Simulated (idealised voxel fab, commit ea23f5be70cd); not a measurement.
This is a process module. Its name is voxel gate over fins.
The cross-section shown here is cut; it is 255 nm wide and divided into square cells measuring 5 nm on a side.
Format of a cross-section: grid, square cells. Given as bands. Order: top down. Band: one or more rows of cells. A band entry consists of two parts. The first gives the height of the band's top and the height of its bottom, in nm. The rest lists the band's materials from left to right, each with its width in nm. A single material labelled with the word "everywhere" fills the band from edge to edge, and the word "blank" marks empty space. Measure heights from 0. That's the level where, below it, the as-received wafer is all one material. The lowest band is bottomless and extends downward; write it as in "0..down". Width: "30 to 40" (first number = top row, second number = bottom row, same change from row to row of cells). Reading "remained unchanged" for a step: not a cell of the cross-section changed in it. Entry "Fully sealed voids". Content: empty spaces with no open connection to the top, size 8 cells or greater. Each: width x height at distance. Distance: from left edge. Unit: nm. Whatever follows a step's settings on its line is a remark the simulator itself makes about that step. overlay nm, on a step with a mask: how far to the right of its planned place the mask lay; to the left if negative.

## List of planned process steps
1,RECEIVE with material Si
2,CONFORMAL_DEP with material SiN, thk nm 5
3,DIRECTIONAL_DEP with material aC, thk nm 15
4,PATTERN with tone cover, mask id FINS, material resist, width nm 15, pitch nm 35, thk nm 35, overlay nm 0
5,DIRECTIONAL_ETCH with etch materials aC, depth nm 15
6,STRIP with etch materials resist
7,DIRECTIONAL_ETCH with etch materials SiN, depth nm 5
8,DIRECTIONAL_ETCH with etch materials Si, depth nm 30
9,STRIP with etch materials aC
10,FILL_DEP with material SiO2, thk nm 15
11,CMP with height nm 5
12,SELECTIVE_ETCH with etch materials SiO2, depth nm 15
13,STRIP with etch materials SiN
14,CONFORMAL_DEP with material HfO2, thk nm 5
15,CONFORMAL_DEP with material TiN, thk nm 5
16,CONFORMAL_DEP with material TiAl, thk nm 5
17,CONFORMAL_DEP with material TiN, thk nm 5
18,FILL_DEP with material W, thk nm 15
19,CMP with height nm 30
20,CONFORMAL_DEP with material SiN, thk nm 10

## Incoming wafer in cross-section (state: after step 1)
* 0..down: Si everywhere
* Fully sealed voids: none

## Cross-section, end of module. Start: as above. Plan: as above. Execution: one mistake
* 40..30: SiN everywhere
* 30..20: W everywhere
* 20..15: 45 of W, then 160 of TiN, then 50 of W
* 15..10: 45 of W, then 5 of TiN, then 150 of TiAl, then 5 of TiN, then 50 of W
* 10..5: 45 of W, then 5 of TiN, then 5 of TiAl, then 140 of TiN, then 5 of TiAl, then 5 of TiN, then 50 of W
* 5..0: 45 of W, then 5 of TiN, then 5 of TiAl, then 5 of TiN, then 25 of HfO2, then 10 of TiN, then 25 of HfO2, then 10 of TiN, then 25 of HfO2, then 10 of TiN, then 25 of HfO2, then 5 of TiN, then 5 of TiAl, then 5 of TiN, then 50 of W
* 0..-5: 45 of W, then 5 of TiN, then 5 of TiAl, then 5 of TiN, then 5 of HfO2, then 15 of Si, then 5 of HfO2, then 10 of TiN, then 5 of HfO2, then 15 of Si, then 5 of HfO2, then 10 of TiN, then 5 of HfO2, then 15 of Si, then 5 of HfO2, then 10 of TiN, then 5 of HfO2, then 15 of Si, then 5 of HfO2, then 5 of TiN, then 5 of TiAl, then 5 of TiN, then 50 of W
* -5..-10: 50 of TiN, then 5 of TiAl, then 5 of TiN, then 5 of HfO2, then 15 of Si, then 5 of HfO2, then 10 of TiN, then 5 of HfO2, then 15 of Si, then 5 of HfO2, then 10 of TiN, then 5 of HfO2, then 15 of Si, then 5 of HfO2, then 10 of TiN, then 5 of HfO2, then 15 of Si, then 5 of HfO2, then 5 of TiN, then 5 of TiAl, then 55 of TiN
* -10..-15: 55 of TiAl, then 5 of TiN, then 5 of HfO2, then 15 of Si, then 5 of HfO2, then 10 of TiN, then 5 of HfO2, then 15 of Si, then 5 of HfO2, then 10 of TiN, then 5 of HfO2, then 15 of Si, then 5 of HfO2, then 10 of TiN, then 5 of HfO2, then 15 of Si, then 5 of HfO2, then 5 of TiN, then 60 of TiAl
* -15..-20: 60 of TiN, then 5 of HfO2, then 15 of Si, then 5 of HfO2, then 10 of TiN, then 5 of HfO2, then 15 of Si, then 5 of HfO2, then 10 of TiN, then 5 of HfO2, then 15 of Si, then 5 of HfO2, then 10 of TiN, then 5 of HfO2, then 15 of Si, then 5 of HfO2, then 65 of TiN
* -20..-25: 65 of HfO2, then 15 of Si, then 20 of HfO2, then 15 of Si, then 20 of HfO2, then 15 of Si, then 20 of HfO2, then 15 of Si, then 70 of HfO2
* -25..-30: 65 of SiO2, then 15 of Si, then 20 of SiO2, then 15 of Si, then 20 of SiO2, then 15 of Si, then 20 of SiO2, then 15 of Si, then 70 of SiO2
* -30..down: Si everywhere
* Fully sealed voids: none
It is concluded that the wafer was processed incorrectly with respect to the plan, in that plan step 12 was twice executed
